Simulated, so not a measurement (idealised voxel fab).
The following process module bears the name voxel fin reveal.
Pictured: cross-section cut, 270 nm wide, on a grid of 5 nm square cells.
This document writes a cross-section as a grid whose cells are square, and gives it as bands, listed from the top down; one or more rows of cells form a band.
Look at the band entry: it leads with the top's height and the bottom's height in nm. Then it lists the materials left to right, with a width in nm for each. The word "throughout" on a single material says that material fills the band edge to edge. The word "air" is empty space.
The reference from which all heights are counted is 0, the level beneath which the as-received wafer is entirely one material; the lowest band, having no lower bound, proceeds downward and is written after the example "0..down".
The notation "30->40" denotes a width that varies across the rows of cells in the band, beginning at the first number in the top row, finishing at the second number in the bottom row, and changing by an identical amount from each row to the next.
For the purposes of this document, the phrase "no alteration" attached to a step denotes that no cell within the cross-section was modified by that step.
Empty spaces without an open route to the top, at least 8 cells in extent, make up the entry "Closed void table"; each is given as width x height at distance, where the distance is measured from the left edge, and all are in nm.
Step line, after settings: the simulator's comment on this step.
overlay nm, on a step with a mask: how far to the right of its planned place the mask lay; to the left if negative
THIS SECTION LISTS THE PROCESS STEPS THAT WERE PLANNED
| 1 | op RECEIVE | material Si |
| 2 | op CONFORMAL_DEP | material SiN | thk nm 10 |
| 3 | op PATTERN | tone cover | mask id FINS | material resist | width nm 15 | pitch nm 45 | thk nm 20 | overlay nm 0 |
| 4 | op DIRECTIONAL_ETCH | etch materials SiN | depth nm 10 |
| 5 | op DIRECTIONAL_ETCH | etch materials Si | depth nm 40 |
| 6 | op STRIP | etch materials resist |
| 7 | op OXIDIZE | depth nm 5 |
| 8 | op FILL_DEP | material SiO2 | thk nm 15 |
| 9 | op CMP | height nm 10 |
| 10 | op SELECTIVE_ETCH | etch materials SiO2 | depth nm 40 |
| 11 | op STRIP | etch materials SiN |
| 12 | op CONFORMAL_DEP | material SiO2 | thk nm 5 |
FIRST OF THE TWO WAFERS, RUN PER PLAN
AS-RECEIVED STATE OF THE WAFER IN CROSS-SECTION, EQUIVALENT TO POST-STEP 1
	0..down: Si throughout
	Closed void table: none
AFTER STEP 2, IN CROSS-SECTION
	10..0: SiN throughout
	All layers under 0 are left as they were.
AFTER STEP 3, IN CROSS-SECTION
	30..10: 105 air / 15 resist / 30 air / 15 resist / 105 air
	All layers under 10 are left as they were.
AFTER STEP 4, IN CROSS-SECTION
	30..10: 105 air / 15 resist / 30 air / 15 resist / 105 air
	10..0: 105 air / 15 SiN / 30 air / 15 SiN / 105 air
	All layers under 0 are left as they were.
AFTER STEP 5, IN CROSS-SECTION
	30..10: 105 air / 15 resist / 30 air / 15 resist / 105 air
	10..0: 105 air / 15 SiN / 30 air / 15 SiN / 105 air
	0..-40: 105 air / 15 Si / 30 air / 15 Si / 105 air
	All layers under -40 are left as they were.
AFTER STEP 6, IN CROSS-SECTION
	10..0: 105 air / 15 SiN / 30 air / 15 SiN / 105 air
	All layers under 0 are left as they were.
AFTER STEP 7, IN CROSS-SECTION
	10..0: 105 air / 15 SiN / 30 air / 15 SiN / 105 air
	0..-40: 105 air / 5 SiO2 / 5 Si / 5 SiO2 / 30 air / 5 SiO2 / 5 Si / 5 SiO2 / 105 air
	-40..-45: 110 SiO2 / 5 Si / 40 SiO2 / 5 Si / 110 SiO2
	All layers under -45 are left as they were.
AFTER STEP 8, IN CROSS-SECTION
	25..10: SiO2 throughout
	10..0: 105 SiO2 / 15 SiN / 30 SiO2 / 15 SiN / 105 SiO2
	0..-45: 110 SiO2 / 5 Si / 40 SiO2 / 5 Si / 110 SiO2
	All layers under -45 are left as they were.
AFTER STEP 9, IN CROSS-SECTION
	10..0: 105 SiO2 / 15 SiN / 30 SiO2 / 15 SiN / 105 SiO2
	All layers under 0 are left as they were.
AFTER STEP 10, IN CROSS-SECTION
	10..0: 105 air / 15 SiN / 30 air / 15 SiN / 105 air
	0..-30: 110 air / 5 Si / 40 air / 5 Si / 110 air
	All layers under -30 are left as they were.
AFTER STEP 11, IN CROSS-SECTION
	0..-30: 110 air / 5 Si / 40 air / 5 Si / 110 air
	All layers under -30 are left as they were.
AFTER STEP 12, IN CROSS-SECTION
	5..0: 105 air / 15 SiO2 / 30 air / 15 SiO2 / 105 air
	0..-25: 105 air / 5 SiO2 / 5 Si / 5 SiO2 / 30 air / 5 SiO2 / 5 Si / 5 SiO2 / 105 air
	-25..-45: 110 SiO2 / 5 Si / 40 SiO2 / 5 Si / 110 SiO2
	All layers under -45 are left as they were.
SECOND OF TWO: SAME START, SAME PLAN, ONE RUN ERROR; STEPS UP TO AND INCLUDING 2 MATCH THE FIRST
WHEN STEP 3 SHOULD HAVE ENDED
	30..10: 105 resist / 15 air / 30 resist / 15 air / 105 resist
	All layers under 10 are left as they were.
WHEN STEP 4 SHOULD HAVE ENDED
	30..10: 105 resist / 15 air / 30 resist / 15 air / 105 resist
	10..0: 105 SiN / 15 air / 30 SiN / 15 air / 105 SiN
	All layers under 0 are left as they were.
WHEN STEP 5 SHOULD HAVE ENDED
	30..10: 105 resist / 15 air / 30 resist / 15 air / 105 resist
	10..0: 105 SiN / 15 air / 30 SiN / 15 air / 105 SiN
	0..-40: 105 Si / 15 air / 30 Si / 15 air / 105 Si
	All layers under -40 are left as they were.
WHEN STEP 6 SHOULD HAVE ENDED
	10..0: 105 SiN / 15 air / 30 SiN / 15 air / 105 SiN
	All layers under 0 are left as they were.
WHEN STEP 7 SHOULD HAVE ENDED
	10..0: 105 SiN / 15 air / 30 SiN / 15 air / 105 SiN
	0..-40: 100 Si / 5 SiO2 / 15 air / 5 SiO2 / 20 Si / 5 SiO2 / 15 air / 5 SiO2 / 100 Si
	-40..-45: 100 Si / 25 SiO2 / 20 Si / 25 SiO2 / 100 Si
	All layers under -45 are left as they were.
WHEN STEP 8 SHOULD HAVE ENDED
	25..10: SiO2 throughout
	10..0: 105 SiN / 15 SiO2 / 30 SiN / 15 SiO2 / 105 SiN
	0..-45: 100 Si / 25 SiO2 / 20 Si / 25 SiO2 / 100 Si
	All layers under -45 are left as they were.
WHEN STEP 9 SHOULD HAVE ENDED
	10..0: 105 SiN / 15 SiO2 / 30 SiN / 15 SiO2 / 105 SiN
	All layers under 0 are left as they were.
WHEN STEP 10 SHOULD HAVE ENDED
	10..0: 105 SiN / 15 air / 30 SiN / 15 air / 105 SiN
	0..-30: 100 Si / 25 air / 20 Si / 25 air / 100 Si
	All layers under -30 are left as they were.
WHEN STEP 11 SHOULD HAVE ENDED
	0..-30: 100 Si / 25 air / 20 Si / 25 air / 100 Si
	All layers under -30 are left as they were.
WHEN STEP 12 SHOULD HAVE ENDED
	5..0: 105 SiO2 / 15 air / 30 SiO2 / 15 air / 105 SiO2
	0..-25: 100 Si / 5 SiO2 / 15 air / 5 SiO2 / 20 Si / 5 SiO2 / 15 air / 5 SiO2 / 100 Si
	-25..-45: 100 Si / 25 SiO2 / 20 Si / 25 SiO2 / 100 Si
	All layers under -45 are left as they were.
It is concluded that the wafer was processed incorrectly with respect to the plan, in that step 3: run off-plan, actual operation and settings op PATTERN | tone open | mask id FINS | material resist | width nm 15 | pitch nm 45 | thk nm 20 | overlay nm 0
The second wafer ends with more or fewer cells of some materials than the first, per final count: Si +378, SiO2 -126
